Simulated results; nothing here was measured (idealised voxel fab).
The process module presented herein is designated voxel self aligned vias.
The width of the displayed cross-section, cut, is 265 nm; its cells are square, with a size of 5 nm.
Cross-section, as written here: a square-cell grid given band by band from the top down, where a band holds one or more rows of cells. Band: top height; bottom height; in nm. Then, left to right: material with width in nm, for each material. "everywhere": a single material spanning edge to edge. "empty": empty space. For the purposes of this specification, 0 denotes the height below which the wafer in its as-received condition is composed wholly of one material, and the lowermost band, lacking a lower limit, extends downward without end, as expressed in "0 and below". Read "30..40" as a graded width: first number on top, second number at the bottom, same change between each pair of neighbouring rows. No cell of the cross-section changed in a step that is given as "no alteration". "Internal closed voids" - sealed voids, min. 8 cells, no opening to top; format: width x height at distance (distance from left edge; nm throughout). If you see something after the settings on a step's line, that's the simulator's own remark about that step. If you see "overlay nm" on a step's line and that step has a mask, it's telling you how far right of where it was planned the mask ended up; a negative number means it went left instead.

Planned step list for the process
| 1 | RECEIVE | material Si |
| 2 | CONFORMAL_DEP | material SiO2 | thk nm 15 |
| 3 | CONFORMAL_DEP | material SiCN | thk nm 5 |
| 4 | DIRECTIONAL_DEP | material SiO2 | thk nm 30 |
| 5 | MASKED_ETCH | tone open | mask id LINES | width nm 25 | pitch nm 60 | etch materials SiO2 | depth nm 30 | overlay nm 0 |
| 6 | CONFORMAL_DEP | material TiN | thk nm 5 |
| 7 | FILL_DEP | material W | thk nm 5 |
| 8 | CMP | height nm 50 |
| 9 | SELECTIVE_ETCH | etch materials W Ru TiN | depth nm 10 |
| 10 | FILL_DEP | material SiN | thk nm 10 |
| 11 | CMP | height nm 50 |
| 12 | DIRECTIONAL_DEP | material SiO2 | thk nm 15 |
| 13 | MASKED_ETCH | tone open | mask id VIAS | width nm 45 | pitch nm 60 | etch materials SiO2 | depth nm 15 | overlay nm 0 |
| 14 | MASKED_ETCH | tone open | mask id VIAS | width nm 45 | pitch nm 60 | etch materials SiN | depth nm 10 | overlay nm 0 |
| 15 | CONFORMAL_DEP | material TiN | thk nm 5 |
| 16 | FILL_DEP | material Ru | thk nm 5 |
| 17 | CMP | height nm 65 |
| 18 | CONFORMAL_DEP | material SiCN | thk nm 5 |

As received, after step 1
0 and below | Si everywhere
Internal closed voids: none

Starting wafer: above. Plan: above. Run: one mistake. Cross-section after the module: below
70 down to 65 | SiCN everywhere
65 down to 55 | 50 SiO2, then 5 TiN, then 35 Ru, then 5 TiN, then 15 SiO2, then 5 TiN, then 35 Ru, then 5 TiN, then 15 SiO2, then 5 TiN, then 35 Ru, then 5 TiN, then 50 SiO2
55 down to 50 | 50 SiO2, then 45 TiN, then 15 SiO2, then 45 TiN, then 15 SiO2, then 45 TiN, then 50 SiO2
50 down to 25 | 60 SiO2, then 5 TiN, then 15 SiCN, then 5 TiN, then 35 SiO2, then 5 TiN, then 15 SiCN, then 5 TiN, then 35 SiO2, then 5 TiN, then 15 SiCN, then 5 TiN, then 60 SiO2
25 down to 20 | 60 SiO2, then 25 TiN, then 35 SiO2, then 25 TiN, then 35 SiO2, then 25 TiN, then 60 SiO2
20 down to 15 | SiCN everywhere
15 down to 0 | SiO2 everywhere
0 and below | Si everywhere
Internal closed voids: none
Against the plan, the run slipped here: step 7, actual vs plan mismatch, actual run FILL_DEP | material SiCN | thk nm 5
